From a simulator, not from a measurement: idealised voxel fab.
process module | voxel self aligned vias
cross-section cut | 165 nm wide | cells 5 nm
A cross-section is a grid of square cells, given in bands from the top down. A band is one or more rows of cells.
Each band's line starts with the height of the band's top and of its bottom, in nm. Then come its materials from left to right, each with its width in nm. One material with "throughout" fills the band from edge to edge. "air" is empty space.
Height 0 is the level under which the wafer as received is all one material. The lowest band goes on downwards, as in "0 down".
A width such as "30 to 40" changes by the same amount from each row of cells to the next, from the band's top row to its bottom row.
"no change" after a step means that no cell of the cross-section changed.
closed voids: empty space of 8 cells or more with no open way to the top, each as width x height at its distance from the left edge, in nm
after a step's settings: what the simulator itself notes on the step
overlay nm, on a step with a mask: how far to the right of its planned place the mask lay; to the left if negative
plan
1 op RECEIVE | material Si
2 op CONFORMAL_DEP | material SiO2 | thk nm 15
3 op CONFORMAL_DEP | material SiCN | thk nm 5
4 op DIRECTIONAL_DEP | material lowk | thk nm 20
5 op PATTERN | tone open | mask id LINES | material resist | width nm 20 | pitch nm 60 | thk nm 15 | overlay nm 0
6 op DIRECTIONAL_ETCH | etch materials lowk | depth nm 20
7 op STRIP | etch materials resist
8 op CONFORMAL_DEP | material TiN | thk nm 5
9 op FILL_DEP | material Ru | thk nm 10
10 op CMP | height nm 40
11 op SELECTIVE_ETCH | etch materials W Ru TiN | depth nm 5
12 op FILL_DEP | material SiN | thk nm 10
13 op CMP | height nm 40
14 op DIRECTIONAL_DEP | material lowk | thk nm 20
15 op MASKED_ETCH | tone open | mask id VIAS | width nm 40 | etch materials lowk | depth nm 20 | overlay nm 0
16 op MASKED_ETCH | tone open | mask id VIAS | width nm 40 | etch materials SiN | depth nm 5 | overlay nm 0
17 op CONFORMAL_DEP | material TiN | thk nm 5
18 op FILL_DEP | material W | thk nm 10
19 op CMP | height nm 60
20 op CONFORMAL_DEP | material SiCN | thk nm 5
as received, after step 1
  0 down: Si throughout
  closed voids: none
first wafer at the end, as planned
  65 to 60: SiCN throughout
  60 to 45: lowk 30 | TiN 5 | W 30 | TiN 5 | lowk 95
  45 to 40: lowk 30 | TiN 15 | W 10 | TiN 15 | lowk 95
  40 to 35: lowk 40 | TiN 20 | lowk 40 | SiN 20 | lowk 45
  35 to 25: lowk 40 | TiN 5 | Ru 10 | TiN 5 | lowk 40 | TiN 5 | Ru 10 | TiN 5 | lowk 45
  25 to 20: lowk 40 | TiN 20 | lowk 40 | TiN 20 | lowk 45
  20 to 15: SiCN throughout
  15 to 0: SiO2 throughout
  0 down: Si throughout
  closed voids: none
second wafer at the end: like start, like plan, one mistake
  65 to 60: SiCN throughout
  60 to 45: lowk 30 | TiN 5 | W 30 | TiN 5 | lowk 95
  45 to 40: lowk 30 | TiN 15 | W 10 | TiN 15 | lowk 95
  40 to 35: lowk 40 | TiN 20 | lowk 40 | SiN 20 | lowk 45
  35 to 30: SiCN throughout
  30 to 0: SiO2 throughout
  0 down: Si throughout
  closed voids: none
what went wrong: step 2 was run twice
at the end the second wafer has, in cells: 8 fewer of Ru | 99 more of SiO2 | 16 fewer of TiN | 75 fewer of lowk
